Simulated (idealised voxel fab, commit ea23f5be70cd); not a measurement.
The following process module bears the name voxel ribs on slabs.
The figure presents cross-section cut, which has a width of 240 nm and is divided into square cells with an edge length of 5 nm.
We lay out every cross-section as a grid of square cells and spell it out in bands from the top down, where one band means one or more rows of cells. Top height, bottom height, nm. Materials left to right, width each, nm. Single material + "throughout" = fills band edge to edge. "empty" = empty. Below 0: as-received wafer, all one material; heights counted from there. Lowest band: no bottom, goes on down, written "z 0 and below". When a width is written as two numbers, as in "30 to 40", the first number is the width in the top row of cells of the band and the second is the width in its bottom row, and the width changes by the same amount from each row to the next. What does "left unchanged" mean for a step? It means no cell of the cross-section changed in that step. Closed empty spaces (no open way to the top) of 8 cells or more are what "Closed void table" lists, each as width x height at distance from the left edge, nm for all three. Formally, on a step line, whatever follows the settings is a remark that the simulator itself makes on the step. What "overlay nm" on a step's line means: if the step has a mask, that mask lay this far to the right of its planned place, or, when the value is negative, to the left.

Planned process steps
| 1 | op RECEIVE | material Si |
| 2 | op DIRECTIONAL_DEP | material SiO2 | thk nm 30 |
| 3 | op DIRECTIONAL_DEP | material SiN | thk nm 25 |
| 4 | op DIRECTIONAL_DEP | material aC | thk nm 10 |
| 5 | op PATTERN | tone cover | mask id RIB | material resist | width nm 15 | thk nm 25 | overlay nm 0 |
| 6 | op DIRECTIONAL_ETCH | etch materials aC | depth nm 10 |
| 7 | op STRIP | etch materials resist |
| 8 | op DIRECTIONAL_ETCH | etch materials SiN | depth nm 15 |
| 9 | op STRIP | etch materials aC |
| 10 | op DIRECTIONAL_DEP | material aC | thk nm 15 |
| 11 | op PATTERN | tone cover | mask id SLAB | material resist | width nm 45 | thk nm 35 | overlay nm 0 |
| 12 | op DIRECTIONAL_ETCH | etch materials aC | depth nm 15 |
| 13 | op STRIP | etch materials resist |
| 14 | op DIRECTIONAL_ETCH | etch materials SiN | depth nm 10 |
| 15 | op STRIP | etch materials aC |
| 16 | op FILL_DEP | material SiO2 | thk nm 20 |
| 17 | op CMP | height nm 65 |
| 18 | op DIRECTIONAL_DEP | material W | thk nm 10 |
| 19 | op DIRECTIONAL_DEP | material aC | thk nm 15 |
| 20 | op PATTERN | tone cover | mask id HEATER | material resist | width nm 25 | thk nm 30 | overlay nm 0 |
| 21 | op DIRECTIONAL_ETCH | etch materials aC | depth nm 15 |
| 22 | op STRIP | etch materials resist |
| 23 | op DIRECTIONAL_ETCH | etch materials W | depth nm 10 |
| 24 | op STRIP | etch materials aC |
| 25 | op CONFORMAL_DEP | material SiN | thk nm 5 |

Incoming wafer in cross-section (state: after step 1)
- z 0 and below: Si throughout
- Closed void table: none

End state of the module in cross-section, given the above starting point and plan and one mistake in execution
- z 80 to 75: empty: 100, then SiN: 35, then empty: 105
- z 75 to 70: empty: 100, then SiN: 5, then W: 25, then SiN: 5, then empty: 105
- z 70 to 65: SiN: 105, then W: 25, then SiN: 110
- z 65 to 60: SiO2: 95, then SiN: 45, then SiO2: 100
- z 60 to 0: SiO2 throughout
- z 0 and below: Si throughout
- Closed void table: none
Which mistake was made when the wafer was run? it should be noted that step 2 of the plan was executed twice
